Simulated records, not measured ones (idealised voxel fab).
voxel wiring stack: a process module
The width of the displayed cross-section, cut, is 200 nm; its cells are square, with a size of 5 nm.
A cross-section in this document is a grid of square cells, and it is written down as bands, the top band listed before the ones below it; a band is made up of one or more rows of cells. Read a band's entry like this: the first values are the height of its top and the height of its bottom in nm, and what follows is the sequence of materials from left to right, each with its width in nm. Note that "empty" is empty space, and that a single material marked "throughout" reaches across the band from edge to edge. Heights are expressed relative to 0, this being the level below which the as-received wafer comprises one material exclusively. The lowest band is unbounded in the downward direction and is denoted as in "0..down". Read "30..40" as a graded width: first number on top, second number at the bottom, same change between each pair of neighbouring rows. Basically "same as before" means that step didn't change any cell in the cross-section. For the entry "Unvented cavities", the listed items are empty spaces with no open way to the top whose size is 8 cells or more; each item follows the pattern width x height at distance, where distance is from the left edge and all three are in nm. On a step's line, text after the settings is the simulator commenting on that step. The "overlay nm" setting may appear on a step's line; for a step that uses a mask, it gives how far to the right of its planned position the mask lay, and a negative value indicates the left.
PLANNED STEP LIST FOR THE PROCESS
1. op RECEIVE | material Si
2. op CONFORMAL_DEP | material SiO2 | thk nm 10
3. op DIRECTIONAL_DEP | material TiN | thk nm 5
4. op DIRECTIONAL_DEP | material W | thk nm 15
5. op DIRECTIONAL_DEP | material aC | thk nm 10
6. op PATTERN | tone cover | mask id METAL_1 | material resist | width nm 30 | pitch nm 60 | thk nm 25 | overlay nm 0
7. op DIRECTIONAL_ETCH | etch materials aC | depth nm 10
8. op STRIP | etch materials resist
9. op DIRECTIONAL_ETCH | etch materials W | depth nm 15
10. op DIRECTIONAL_ETCH | etch materials TiN | depth nm 5
11. op STRIP | etch materials aC
12. op FILL_DEP | material lowk | thk nm 10
13. op CMP | height nm 30
14. op CONFORMAL_DEP | material SiCN | thk nm 5
15. op DIRECTIONAL_DEP | material SiO2 | thk nm 30
16. op MASKED_ETCH | tone open | mask id METAL_2_HOLES | width nm 15 | pitch nm 120 | etch materials SiO2 | depth nm 30 | overlay nm 0
17. op MASKED_ETCH | tone open | mask id METAL_2 | width nm 30 | pitch nm 60 | etch materials SiO2 | depth nm 15 | overlay nm 0
18. op MASKED_ETCH | tone open | mask id METAL_2 | width nm 30 | pitch nm 60 | etch materials SiCN | depth nm 5 | overlay nm 0
19. op CONFORMAL_DEP | material TiN | thk nm 5
20. op FILL_DEP | material Ru | thk nm 5
21. op CMP | height nm 65
22. op CONFORMAL_DEP | material SiCN | thk nm 5
23. op DIRECTIONAL_DEP | material SiO2 | thk nm 15
24. op MASKED_ETCH | tone open | mask id PLUG_2 | width nm 15 | pitch nm 60 | etch materials SiO2 | depth nm 15 | overlay nm 0
25. op MASKED_ETCH | tone open | mask id PLUG_2 | width nm 15 | pitch nm 60 | etch materials SiCN | depth nm 5 | overlay nm 0
26. op EPI | material Ru | thk nm 10
27. op EPI | material Ru | thk nm 10
28. op CONFORMAL_DEP | material SiN | thk nm 5
29. op DIRECTIONAL_DEP | material SiO2 | thk nm 25
30. op PATTERN | tone open | mask id METAL_3 | material resist | width nm 30 | pitch nm 60 | thk nm 20 | overlay nm 0
31. op DIRECTIONAL_ETCH | etch materials SiO2 | depth nm 25
32. op DIRECTIONAL_ETCH | etch materials SiN | depth nm 5
33. op STRIP | etch materials resist
34. op CONFORMAL_DEP | material TiN | thk nm 5
35. op FILL_DEP | material Ru | thk nm 5
36. op CMP | height nm 115
37. op CONFORMAL_DEP | material SiN | thk nm 5
OF TWO WAFERS, THE FIRST: RUN ACCORDING TO PLAN
WAFER AT RECEIPT (POST STEP 1), CROSS-SECTION
- 0..down = Si throughout
- Unvented cavities: none
TAKE A LOOK AT THE WAFER'S CROSS-SECTION AFTER STEP 2
- 10..0 = SiO2 throughout
- below 0: unchanged
TAKE A LOOK AT THE WAFER'S CROSS-SECTION AFTER STEP 3
- 15..10 = TiN throughout
- below 10: unchanged
TAKE A LOOK AT THE WAFER'S CROSS-SECTION AFTER STEP 4
- 30..15 = W throughout
- below 15: unchanged
TAKE A LOOK AT THE WAFER'S CROSS-SECTION AFTER STEP 5
- 40..30 = aC throughout
- below 30: unchanged
TAKE A LOOK AT THE WAFER'S CROSS-SECTION AFTER STEP 6
- 65..40 = 25 of empty / 30 of resist / 30 of empty / 30 of resist / 30 of empty / 30 of resist / 25 of empty
- below 40: unchanged
TAKE A LOOK AT THE WAFER'S CROSS-SECTION AFTER STEP 7
- 55..40 = 25 of empty / 30 of resist / 30 of empty / 30 of resist / 30 of empty / 30 of resist / 25 of empty
- 40..30 = 25 of empty / 30 of aC / 30 of empty / 30 of aC / 30 of empty / 30 of aC / 25 of empty
- below 30: unchanged
TAKE A LOOK AT THE WAFER'S CROSS-SECTION AFTER STEP 8
- 40..30 = 25 of empty / 30 of aC / 30 of empty / 30 of aC / 30 of empty / 30 of aC / 25 of empty
- below 30: unchanged
TAKE A LOOK AT THE WAFER'S CROSS-SECTION AFTER STEP 9
- 40..30 = 25 of empty / 30 of aC / 30 of empty / 30 of aC / 30 of empty / 30 of aC / 25 of empty
- 30..15 = 25 of empty / 30 of W / 30 of empty / 30 of W / 30 of empty / 30 of W / 25 of empty
- below 15: unchanged
TAKE A LOOK AT THE WAFER'S CROSS-SECTION AFTER STEP 10
- 40..30 = 25 of empty / 30 of aC / 30 of empty / 30 of aC / 30 of empty / 30 of aC / 25 of empty
- 30..15 = 25 of empty / 30 of W / 30 of empty / 30 of W / 30 of empty / 30 of W / 25 of empty
- 15..10 = 25 of empty / 30 of TiN / 30 of empty / 30 of TiN / 30 of empty / 30 of TiN / 25 of empty
- below 10: unchanged
TAKE A LOOK AT THE WAFER'S CROSS-SECTION AFTER STEP 11
- 30..15 = 25 of empty / 30 of W / 30 of empty / 30 of W / 30 of empty / 30 of W / 25 of empty
- below 15: unchanged
TAKE A LOOK AT THE WAFER'S CROSS-SECTION AFTER STEP 12
- 40..30 = lowk throughout
- 30..15 = 25 of lowk / 30 of W / 30 of lowk / 30 of W / 30 of lowk / 30 of W / 25 of lowk
- 15..10 = 25 of lowk / 30 of TiN / 30 of lowk / 30 of TiN / 30 of lowk / 30 of TiN / 25 of lowk
- below 10: unchanged
TAKE A LOOK AT THE WAFER'S CROSS-SECTION AFTER STEP 13
- 30..15 = 25 of lowk / 30 of W / 30 of lowk / 30 of W / 30 of lowk / 30 of W / 25 of lowk
- below 15: unchanged
TAKE A LOOK AT THE WAFER'S CROSS-SECTION AFTER STEP 14
- 35..30 = SiCN throughout
- below 30: unchanged
TAKE A LOOK AT THE WAFER'S CROSS-SECTION AFTER STEP 15
- 65..35 = SiO2 throughout
- below 35: unchanged
TAKE A LOOK AT THE WAFER'S CROSS-SECTION AFTER STEP 16
- 65..35 = 25 of SiO2 / 15 of empty / 105 of SiO2 / 15 of empty / 40 of SiO2
- below 35: unchanged
TAKE A LOOK AT THE WAFER'S CROSS-SECTION AFTER STEP 17
- 65..50 = 25 of SiO2 / 30 of empty / 30 of SiO2 / 30 of empty / 30 of SiO2 / 30 of empty / 25 of SiO2
- below 50: unchanged
TAKE A LOOK AT THE WAFER'S CROSS-SECTION AFTER STEP 18
- 65..50 = 25 of SiO2 / 30 of empty / 30 of SiO2 / 30 of empty / 30 of SiO2 / 30 of empty / 25 of SiO2
- 50..35 = 25 of SiO2 / 15 of empty / 105 of SiO2 / 15 of empty / 40 of SiO2
- 35..30 = 25 of SiCN / 15 of empty / 105 of SiCN / 15 of empty / 40 of SiCN
- below 30: unchanged
TAKE A LOOK AT THE WAFER'S CROSS-SECTION AFTER STEP 19
- 70..65 = 30 of TiN / 20 of empty / 40 of TiN / 20 of empty / 40 of TiN / 20 of empty / 30 of TiN
- 65..55 = 25 of SiO2 / 5 of TiN / 20 of empty / 5 of TiN / 30 of SiO2 / 5 of TiN / 20 of empty / 5 of TiN / 30 of SiO2 / 5 of TiN / 20 of empty / 5 of TiN / 25 of SiO2
- 55..50 = 25 of SiO2 / 5 of TiN / 5 of empty / 20 of TiN / 30 of SiO2 / 30 of TiN / 30 of SiO2 / 5 of TiN / 5 of empty / 20 of TiN / 25 of SiO2
- 50..35 = 25 of SiO2 / 5 of TiN / 5 of empty / 5 of TiN / 105 of SiO2 / 5 of TiN / 5 of empty / 5 of TiN / 40 of SiO2
- 35..30 = 25 of SiCN / 15 of TiN / 105 of SiCN / 15 of TiN / 40 of SiCN
- below 30: unchanged
TAKE A LOOK AT THE WAFER'S CROSS-SECTION AFTER STEP 20
- 75..70 = Ru throughout
- 70..65 = 30 of TiN / 20 of Ru / 40 of TiN / 20 of Ru / 40 of TiN / 20 of Ru / 30 of TiN
- 65..55 = 25 of SiO2 / 5 of TiN / 20 of Ru / 5 of TiN / 30 of SiO2 / 5 of TiN / 20 of Ru / 5 of TiN / 30 of SiO2 / 5 of TiN / 20 of Ru / 5 of TiN / 25 of SiO2
- 55..50 = 25 of SiO2 / 5 of TiN / 5 of Ru / 20 of TiN / 30 of SiO2 / 30 of TiN / 30 of SiO2 / 5 of TiN / 5 of Ru / 20 of TiN / 25 of SiO2
- 50..35 = 25 of SiO2 / 5 of TiN / 5 of Ru / 5 of TiN / 105 of SiO2 / 5 of TiN / 5 of Ru / 5 of TiN / 40 of SiO2
- below 35: unchanged
TAKE A LOOK AT THE WAFER'S CROSS-SECTION AFTER STEP 21
- 65..55 = 25 of SiO2 / 5 of TiN / 20 of Ru / 5 of TiN / 30 of SiO2 / 5 of TiN / 20 of Ru / 5 of TiN / 30 of SiO2 / 5 of TiN / 20 of Ru / 5 of TiN / 25 of SiO2
- below 55: unchanged
TAKE A LOOK AT THE WAFER'S CROSS-SECTION AFTER STEP 22
- 70..65 = SiCN throughout
- below 65: unchanged
TAKE A LOOK AT THE WAFER'S CROSS-SECTION AFTER STEP 23
- 85..70 = SiO2 throughout
- below 70: unchanged
TAKE A LOOK AT THE WAFER'S CROSS-SECTION AFTER STEP 24
- 85..70 = 25 of SiO2 / 15 of empty / 45 of SiO2 / 15 of empty / 45 of SiO2 / 15 of empty / 40 of SiO2
- below 70: unchanged
TAKE A LOOK AT THE WAFER'S CROSS-SECTION AFTER STEP 25
- 85..70 = 25 of SiO2 / 15 of empty / 45 of SiO2 / 15 of empty / 45 of SiO2 / 15 of empty / 40 of SiO2
- 70..65 = 25 of SiCN / 15 of empty / 45 of SiCN / 15 of empty / 45 of SiCN / 15 of empty / 40 of SiCN
- below 65: unchanged
TAKE A LOOK AT THE WAFER'S CROSS-SECTION AFTER STEP 26
- 85..75 = 25 of SiO2 / 15 of empty / 45 of SiO2 / 15 of empty / 45 of SiO2 / 15 of empty / 40 of SiO2
- 75..70 = 25 of SiO2 / 15 of Ru / 45 of SiO2 / 15 of Ru / 45 of SiO2 / 15 of Ru / 40 of SiO2
- 70..65 = 25 of SiCN / 15 of Ru / 45 of SiCN / 15 of Ru / 45 of SiCN / 15 of Ru / 40 of SiCN
- below 65: unchanged
TAKE A LOOK AT THE WAFER'S CROSS-SECTION AFTER STEP 27
- 85..70 = 25 of SiO2 / 15 of Ru / 45 of SiO2 / 15 of Ru / 45 of SiO2 / 15 of Ru / 40 of SiO2
- below 70: unchanged
TAKE A LOOK AT THE WAFER'S CROSS-SECTION AFTER STEP 28
- 90..85 = SiN throughout
- below 85: unchanged
TAKE A LOOK AT THE WAFER'S CROSS-SECTION AFTER STEP 29
- 115..90 = SiO2 throughout
- below 90: unchanged
TAKE A LOOK AT THE WAFER'S CROSS-SECTION AFTER STEP 30
- 135..115 = 25 of resist / 30 of empty / 30 of resist / 30 of empty / 30 of resist / 30 of empty / 25 of resist
- below 115: unchanged
TAKE A LOOK AT THE WAFER'S CROSS-SECTION AFTER STEP 31
- 135..115 = 25 of resist / 30 of empty / 30 of resist / 30 of empty / 30 of resist / 30 of empty / 25 of resist
- 115..90 = 25 of SiO2 / 30 of empty / 30 of SiO2 / 30 of empty / 30 of SiO2 / 30 of empty / 25 of SiO2
- below 90: unchanged
TAKE A LOOK AT THE WAFER'S CROSS-SECTION AFTER STEP 32
- 135..115 = 25 of resist / 30 of empty / 30 of resist / 30 of empty / 30 of resist / 30 of empty / 25 of resist
- 115..90 = 25 of SiO2 / 30 of empty / 30 of SiO2 / 30 of empty / 30 of SiO2 / 30 of empty / 25 of SiO2
- 90..85 = 25 of SiN / 30 of empty / 30 of SiN / 30 of empty / 30 of SiN / 30 of empty / 25 of SiN
- below 85: unchanged
TAKE A LOOK AT THE WAFER'S CROSS-SECTION AFTER STEP 33
- 115..90 = 25 of SiO2 / 30 of empty / 30 of SiO2 / 30 of empty / 30 of SiO2 / 30 of empty / 25 of SiO2
- below 90: unchanged
TAKE A LOOK AT THE WAFER'S CROSS-SECTION AFTER STEP 34
- 120..115 = 30 of TiN / 20 of empty / 40 of TiN / 20 of empty / 40 of TiN / 20 of empty / 30 of TiN
- 115..90 = 25 of SiO2 / 5 of TiN / 20 of empty / 5 of TiN / 30 of SiO2 / 5 of TiN / 20 of empty / 5 of TiN / 30 of SiO2 / 5 of TiN / 20 of empty / 5 of TiN / 25 of SiO2
- 90..85 = 25 of SiN / 30 of TiN / 30 of SiN / 30 of TiN / 30 of SiN / 30 of TiN / 25 of SiN
- below 85: unchanged
TAKE A LOOK AT THE WAFER'S CROSS-SECTION AFTER STEP 35
- 125..120 = Ru throughout
- 120..115 = 30 of TiN / 20 of Ru / 40 of TiN / 20 of Ru / 40 of TiN / 20 of Ru / 30 of TiN
- 115..90 = 25 of SiO2 / 5 of TiN / 20 of Ru / 5 of TiN / 30 of SiO2 / 5 of TiN / 20 of Ru / 5 of TiN / 30 of SiO2 / 5 of TiN / 20 of Ru / 5 of TiN / 25 of SiO2
- below 90: unchanged
TAKE A LOOK AT THE WAFER'S CROSS-SECTION AFTER STEP 36
- 115..90 = 25 of SiO2 / 5 of TiN / 20 of Ru / 5 of TiN / 30 of SiO2 / 5 of TiN / 20 of Ru / 5 of TiN / 30 of SiO2 / 5 of TiN / 20 of Ru / 5 of TiN / 25 of SiO2
- below 90: unchanged
TAKE A LOOK AT THE WAFER'S CROSS-SECTION AFTER STEP 37
- 120..115 = SiN throughout
- below 115: unchanged
WAFER TWO. SAME START, SAME PLAN, ONE SLIP IN EXECUTION. SAME AS WAFER ONE THROUGH STEP 23, INCLUSIVE
WHAT THE SECOND WAFER LOOKS LIKE IN CROSS-SECTION WHEN STEP 24 SHOULD HAVE WRAPPED UP
- 85..70 = 15 of SiO2 / 15 of empty / 45 of SiO2 / 15 of empty / 45 of SiO2 / 15 of empty / 50 of SiO2
- below 70: unchanged
WHAT THE SECOND WAFER LOOKS LIKE IN CROSS-SECTION WHEN STEP 25 SHOULD HAVE WRAPPED UP
- 85..70 = 15 of SiO2 / 15 of empty / 45 of SiO2 / 15 of empty / 45 of SiO2 / 15 of empty / 50 of SiO2
- 70..65 = 25 of SiCN / 5 of empty / 55 of SiCN / 5 of empty / 55 of SiCN / 5 of empty / 50 of SiCN
- below 65: unchanged
WHAT THE SECOND WAFER LOOKS LIKE IN CROSS-SECTION WHEN STEP 26 SHOULD HAVE WRAPPED UP
- 85..75 = 15 of SiO2 / 15 of empty / 45 of SiO2 / 15 of empty / 45 of SiO2 / 15 of empty / 50 of SiO2
- 75..70 = 15 of SiO2 / 5 of empty / 10 of Ru / 45 of SiO2 / 5 of empty / 10 of Ru / 45 of SiO2 / 5 of empty / 10 of Ru / 50 of SiO2
- 70..65 = 25 of SiCN / 5 of Ru / 55 of SiCN / 5 of Ru / 55 of SiCN / 5 of Ru / 50 of SiCN
- below 65: unchanged
WHAT THE SECOND WAFER LOOKS LIKE IN CROSS-SECTION WHEN STEP 27 SHOULD HAVE WRAPPED UP
- 85..70 = 15 of SiO2 / 15 of Ru / 45 of SiO2 / 15 of Ru / 45 of SiO2 / 15 of Ru / 50 of SiO2
- below 70: unchanged
WHAT THE SECOND WAFER LOOKS LIKE IN CROSS-SECTION WHEN STEP 28 SHOULD HAVE WRAPPED UP
- 90..85 = SiN throughout
- below 85: unchanged
WHAT THE SECOND WAFER LOOKS LIKE IN CROSS-SECTION WHEN STEP 29 SHOULD HAVE WRAPPED UP
- 115..90 = SiO2 throughout
- below 90: unchanged
WHAT THE SECOND WAFER LOOKS LIKE IN CROSS-SECTION WHEN STEP 30 SHOULD HAVE WRAPPED UP
- 135..115 = 25 of resist / 30 of empty / 30 of resist / 30 of empty / 30 of resist / 30 of empty / 25 of resist
- below 115: unchanged
WHAT THE SECOND WAFER LOOKS LIKE IN CROSS-SECTION WHEN STEP 31 SHOULD HAVE WRAPPED UP
- 135..115 = 25 of resist / 30 of empty / 30 of resist / 30 of empty / 30 of resist / 30 of empty / 25 of resist
- 115..90 = 25 of SiO2 / 30 of empty / 30 of SiO2 / 30 of empty / 30 of SiO2 / 30 of empty / 25 of SiO2
- below 90: unchanged
WHAT THE SECOND WAFER LOOKS LIKE IN CROSS-SECTION WHEN STEP 32 SHOULD HAVE WRAPPED UP
- 135..115 = 25 of resist / 30 of empty / 30 of resist / 30 of empty / 30 of resist / 30 of empty / 25 of resist
- 115..90 = 25 of SiO2 / 30 of empty / 30 of SiO2 / 30 of empty / 30 of SiO2 / 30 of empty / 25 of SiO2
- 90..85 = 25 of SiN / 30 of empty / 30 of SiN / 30 of empty / 30 of SiN / 30 of empty / 25 of SiN
- below 85: unchanged
WHAT THE SECOND WAFER LOOKS LIKE IN CROSS-SECTION WHEN STEP 33 SHOULD HAVE WRAPPED UP
- 115..90 = 25 of SiO2 / 30 of empty / 30 of SiO2 / 30 of empty / 30 of SiO2 / 30 of empty / 25 of SiO2
- below 90: unchanged
WHAT THE SECOND WAFER LOOKS LIKE IN CROSS-SECTION WHEN STEP 34 SHOULD HAVE WRAPPED UP
- 120..115 = 30 of TiN / 20 of empty / 40 of TiN / 20 of empty / 40 of TiN / 20 of empty / 30 of TiN
- 115..90 = 25 of SiO2 / 5 of TiN / 20 of empty / 5 of TiN / 30 of SiO2 / 5 of TiN / 20 of empty / 5 of TiN / 30 of SiO2 / 5 of TiN / 20 of empty / 5 of TiN / 25 of SiO2
- 90..85 = 25 of SiN / 30 of TiN / 30 of SiN / 30 of TiN / 30 of SiN / 30 of TiN / 25 of SiN
- below 85: unchanged
WHAT THE SECOND WAFER LOOKS LIKE IN CROSS-SECTION WHEN STEP 35 SHOULD HAVE WRAPPED UP
- 125..120 = Ru throughout
- 120..115 = 30 of TiN / 20 of Ru / 40 of TiN / 20 of Ru / 40 of TiN / 20 of Ru / 30 of TiN
- 115..90 = 25 of SiO2 / 5 of TiN / 20 of Ru / 5 of TiN / 30 of SiO2 / 5 of TiN / 20 of Ru / 5 of TiN / 30 of SiO2 / 5 of TiN / 20 of Ru / 5 of TiN / 25 of SiO2
- below 90: unchanged
WHAT THE SECOND WAFER LOOKS LIKE IN CROSS-SECTION WHEN STEP 36 SHOULD HAVE WRAPPED UP
- 115..90 = 25 of SiO2 / 5 of TiN / 20 of Ru / 5 of TiN / 30 of SiO2 / 5 of TiN / 20 of Ru / 5 of TiN / 30 of SiO2 / 5 of TiN / 20 of Ru / 5 of TiN / 25 of SiO2
- below 90: unchanged
WHAT THE SECOND WAFER LOOKS LIKE IN CROSS-SECTION WHEN STEP 37 SHOULD HAVE WRAPPED UP
- 120..115 = SiN throughout
- below 115: unchanged
Plan not followed: step 24 was processed under conditions differing from the plan, specifically as op MASKED_ETCH | tone open | mask id PLUG_2 | width nm 15 | pitch nm 60 | etch materials SiO2 | depth nm 15 | overlay nm -10
Counted in cells at the end, the second wafer holds more or fewer of these materials than the first: -6 Ru | +6 SiCN
